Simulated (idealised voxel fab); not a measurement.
A process module follows: voxel local oxidation.
For reference, the cross-section in this document is cut, with width 210 nm and square cells of 5 nm.
Cross-section spec: square-cell grid; bands listed top down; each band is one or more rows.
Within each band entry, the heights of the top and of the bottom of the band appear first, in that order and in nm; the materials of the band then follow from left to right, each with its corresponding width in nm. The designation "edge to edge" on a single material indicates that it fills the band from edge to edge; the designation "air" indicates empty space.
Convention: height 0 is the level below which the wafer, as received, is all one material. The lowest band does not terminate at the bottom but continues downward, represented as "0 down".
You'd read "30..40" like this: the band's top row of cells is as wide as the first number, its bottom row is as wide as the second, and going down, every row changes width by the same amount as the row before did.
"all unchanged" (step): cross-section cells unchanged, all of them.
"Trapped cavities": sealed empty spaces, 8 cells or more, no open way to top, listed width x height at distance, with distance from the left edge and width, height and distance in nm.
Text after the settings on a step's line: the simulator's own remark on that step.
The optional step-line setting "overlay nm" applies to steps with a mask and quantifies how far to the right of its planned location the mask lay, a negative value indicating leftward placement.

# plan
1. RECEIVE | material Si
2. OXIDIZE | depth nm 5
3. CONFORMAL_DEP | material SiN | thk nm 10
4. DIRECTIONAL_DEP | material aC | thk nm 15
5. PATTERN | tone cover | mask id ACTIVE | material resist | width nm 90 | thk nm 30 | overlay nm 0
6. DIRECTIONAL_ETCH | etch materials aC | depth nm 15
7. STRIP | etch materials resist
8. DIRECTIONAL_ETCH | etch materials SiN | depth nm 10
9. STRIP | etch materials aC
10. SELECTIVE_ETCH | etch materials SiO2 | depth nm 5
11. OXIDIZE | depth nm 15
12. STRIP | etch materials SiN

# First out of two wafers; run went to plan

# As-received wafer cross-section (after step 1)
> 0 down  Si edge to edge
> Trapped cavities: none

# Cross-sectional representation of the wafer at the conclusion of step 2
> 0 to -5  SiO2 edge to edge
> Below -5 it's all the same as before, nothing changed down there.

# Cross-sectional representation of the wafer at the conclusion of step 3
> 10 to 0  SiN edge to edge
> Below 0 it's all the same as before, nothing changed down there.

# Cross-sectional representation of the wafer at the conclusion of step 4
> 25 to 10  aC edge to edge
> Below 10 it's all the same as before, nothing changed down there.

# Cross-sectional representation of the wafer at the conclusion of step 5
> 55 to 25  air=60  resist=90  air=60
> Below 25 it's all the same as before, nothing changed down there.

# Cross-sectional representation of the wafer at the conclusion of step 6
> 40 to 25  air=60  resist=90  air=60
> 25 to 10  air=60  aC=90  air=60
> Below 10 it's all the same as before, nothing changed down there.

# Cross-sectional representation of the wafer at the conclusion of step 7
> 25 to 10  air=60  aC=90  air=60
> Below 10 it's all the same as before, nothing changed down there.

# Cross-sectional representation of the wafer at the conclusion of step 8
> 25 to 10  air=60  aC=90  air=60
> 10 to 0  air=60  SiN=90  air=60
> Below 0 it's all the same as before, nothing changed down there.

# Cross-sectional representation of the wafer at the conclusion of step 9
> 10 to 0  air=60  SiN=90  air=60
> Below 0 it's all the same as before, nothing changed down there.

# Cross-sectional representation of the wafer at the conclusion of step 10
> 10 to 0  air=60  SiN=90  air=60
> 0 to -5  air=65  SiO2=80  air=65
> Below -5 it's all the same as before, nothing changed down there.

# Cross-sectional representation of the wafer at the conclusion of step 11
> 10 to 0  air=60  SiN=90  air=60
> 0 to -5  air=65  SiO2=80  air=65
> -5 to -20  SiO2=80  Si=50  SiO2=80
> Below -20 it's all the same as before, nothing changed down there.

# Cross-sectional representation of the wafer at the conclusion of step 12
> 0 to -5  air=65  SiO2=80  air=65
> Below -5 it's all the same as before, nothing changed down there.

# Notes, second wafer: start = first wafer's, plan = first wafer's, execution had one mistake; history identical to first through step 2

# when step 3 should have ended
> 10 to -5  SiO2 edge to edge
> Below -5 it's all the same as before, nothing changed down there.

# when step 4 should have ended
> 25 to 10  aC edge to edge
> Below 10 it's all the same as before, nothing changed down there.

# when step 5 should have ended
> 55 to 25  air=60  resist=90  air=60
> Below 25 it's all the same as before, nothing changed down there.

# when step 6 should have ended
> 40 to 25  air=60  resist=90  air=60
> 25 to 10  air=60  aC=90  air=60
> Below 10 it's all the same as before, nothing changed down there.

# when step 7 should have ended
> 25 to 10  air=60  aC=90  air=60
> Below 10 it's all the same as before, nothing changed down there.

when step 8 should have ended: all unchanged

# when step 9 should have ended
> 10 to -5  SiO2 edge to edge
> Below -5 it's all the same as before, nothing changed down there.

# when step 10 should have ended
> 5 to -5  SiO2 edge to edge
> Below -5 it's all the same as before, nothing changed down there.

when step 11 should have ended: all unchanged

when step 12 should have ended: all unchanged
In executing the process, a mistake was made relative to the plan: step 3 was run on a setting that differed from the plan, and what really ran there is CONFORMAL_DEP | material SiO2 | thk nm 10
Final comparison by cell count, materials where the second wafer has more or fewer than the first: +96 Si, -28 SiO2
